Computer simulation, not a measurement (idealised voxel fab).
Module name: voxel fin reveal (process module)
The width of the displayed cross-section, cut, is 270 nm; its cells are square, with a size of 5 nm.
This document writes a cross-section as a grid whose cells are square, and gives it as bands, listed from the top down; one or more rows of cells form a band. This entry defines a band. It first specifies the height of the band's top and the height of its bottom in nm, and then specifies the band's materials from left to right, stating each material with its width in nm. The word "all across" identifies a single material that fills the band from edge to edge, while the word "empty" identifies empty space. Measure heights from 0. That's the level where, below it, the as-received wafer is all one material. The lowest band is bottomless and extends downward; write it as in "0 down". Width spec "30->40" -> top row of cells at first value, bottom row at second value, equal per-row change in between. Take "remains unaltered" at face value: in the step it is given for, the cross-section changed in none of its cells. Closed-off voids of 8+ cells (no open route to the top) go in "Closed void register", written width x height at distance from the left edge, in nm. Note: text after step settings on the step line = simulator remark on that step. When a step includes a mask, the "overlay nm" setting on its line states how far to the right of its planned place that mask lay, and negative values state how far to the left.

# Intended process steps
1) RECEIVE, material Si
2) CONFORMAL_DEP, material SiN, thk nm 10
3) DIRECTIONAL_DEP, material aC, thk nm 15
4) PATTERN, tone cover, mask id FINS, material resist, width nm 15, pitch nm 35, thk nm 35, overlay nm 0
5) DIRECTIONAL_ETCH, etch materials aC, depth nm 15
6) STRIP, etch materials resist
7) DIRECTIONAL_ETCH, etch materials SiN, depth nm 10
8) DIRECTIONAL_ETCH, etch materials Si, depth nm 40
9) STRIP, etch materials aC
10) FILL_DEP, material SiO2, thk nm 10
11) CMP, height nm 10
12) SELECTIVE_ETCH, etch materials SiO2, depth nm 20
13) STRIP, etch materials SiN

# First of two wafers - as planned

# Wafer at receipt (post step 1), cross-section
  0 down: Si all across
  Closed void register: none

# The wafer, seen in cross-section, after step 2
  10 to 0: SiN all across
  Under 0: no change, same as before.

# The wafer, seen in cross-section, after step 3
  25 to 10: aC all across
  Under 10: no change, same as before.

# The wafer, seen in cross-section, after step 4
  60 to 25: 110 nm empty  15 nm resist  20 nm empty  15 nm resist  110 nm empty
  Under 25: no change, same as before.

# The wafer, seen in cross-section, after step 5
  45 to 25: 110 nm empty  15 nm resist  20 nm empty  15 nm resist  110 nm empty
  25 to 10: 110 nm empty  15 nm aC  20 nm empty  15 nm aC  110 nm empty
  Under 10: no change, same as before.

# The wafer, seen in cross-section, after step 6
  25 to 10: 110 nm empty  15 nm aC  20 nm empty  15 nm aC  110 nm empty
  Under 10: no change, same as before.

# The wafer, seen in cross-section, after step 7
  25 to 10: 110 nm empty  15 nm aC  20 nm empty  15 nm aC  110 nm empty
  10 to 0: 110 nm empty  15 nm SiN  20 nm empty  15 nm SiN  110 nm empty
  Under 0: no change, same as before.

# The wafer, seen in cross-section, after step 8
  25 to 10: 110 nm empty  15 nm aC  20 nm empty  15 nm aC  110 nm empty
  10 to 0: 110 nm empty  15 nm SiN  20 nm empty  15 nm SiN  110 nm empty
  0 to -40: 110 nm empty  15 nm Si  20 nm empty  15 nm Si  110 nm empty
  Under -40: no change, same as before.

# The wafer, seen in cross-section, after step 9
  10 to 0: 110 nm empty  15 nm SiN  20 nm empty  15 nm SiN  110 nm empty
  Under 0: no change, same as before.

# The wafer, seen in cross-section, after step 10
  20 to 10: SiO2 all across
  10 to 0: 110 nm SiO2  15 nm SiN  20 nm SiO2  15 nm SiN  110 nm SiO2
  0 to -40: 110 nm SiO2  15 nm Si  20 nm SiO2  15 nm Si  110 nm SiO2
  Under -40: no change, same as before.

# The wafer, seen in cross-section, after step 11
  10 to 0: 110 nm SiO2  15 nm SiN  20 nm SiO2  15 nm SiN  110 nm SiO2
  Under 0: no change, same as before.

# The wafer, seen in cross-section, after step 12
  10 to 0: 110 nm empty  15 nm SiN  20 nm empty  15 nm SiN  110 nm empty
  0 to -10: 110 nm empty  15 nm Si  20 nm empty  15 nm Si  110 nm empty
  Under -10: no change, same as before.

# The wafer, seen in cross-section, after step 13
  0 to -10: 110 nm empty  15 nm Si  20 nm empty  15 nm Si  110 nm empty
  Under -10: no change, same as before.

# The second wafer: identical to the first at the outset and in its planned sequence, differing only in that one mistake was made during processing; up to and including step 8, its path is the first wafer's path

Second wafer: cross-section at the scheduled end of step 9: remains unaltered

# Second wafer: cross-section at the scheduled end of step 10
  35 to 25: SiO2 all across
  25 to 10: 110 nm SiO2  15 nm aC  20 nm SiO2  15 nm aC  110 nm SiO2
  10 to 0: 110 nm SiO2  15 nm SiN  20 nm SiO2  15 nm SiN  110 nm SiO2
  0 to -40: 110 nm SiO2  15 nm Si  20 nm SiO2  15 nm Si  110 nm SiO2
  Under -40: no change, same as before.

# Second wafer: cross-section at the scheduled end of step 11
  10 to 0: 110 nm SiO2  15 nm SiN  20 nm SiO2  15 nm SiN  110 nm SiO2
  Under 0: no change, same as before.

# Second wafer: cross-section at the scheduled end of step 12
  10 to 0: 110 nm empty  15 nm SiN  20 nm empty  15 nm SiN  110 nm empty
  0 to -10: 110 nm empty  15 nm Si  20 nm empty  15 nm Si  110 nm empty
  Under -10: no change, same as before.

# Second wafer: cross-section at the scheduled end of step 13
  0 to -10: 110 nm empty  15 nm Si  20 nm empty  15 nm Si  110 nm empty
  Under -10: no change, same as before.
Processing error: plan step 9 was not performed, having been skipped
Upon completion, the cross-sectional profiles of the two wafers are identical; consequently, the error exerts no influence on the quantities computed by this model.
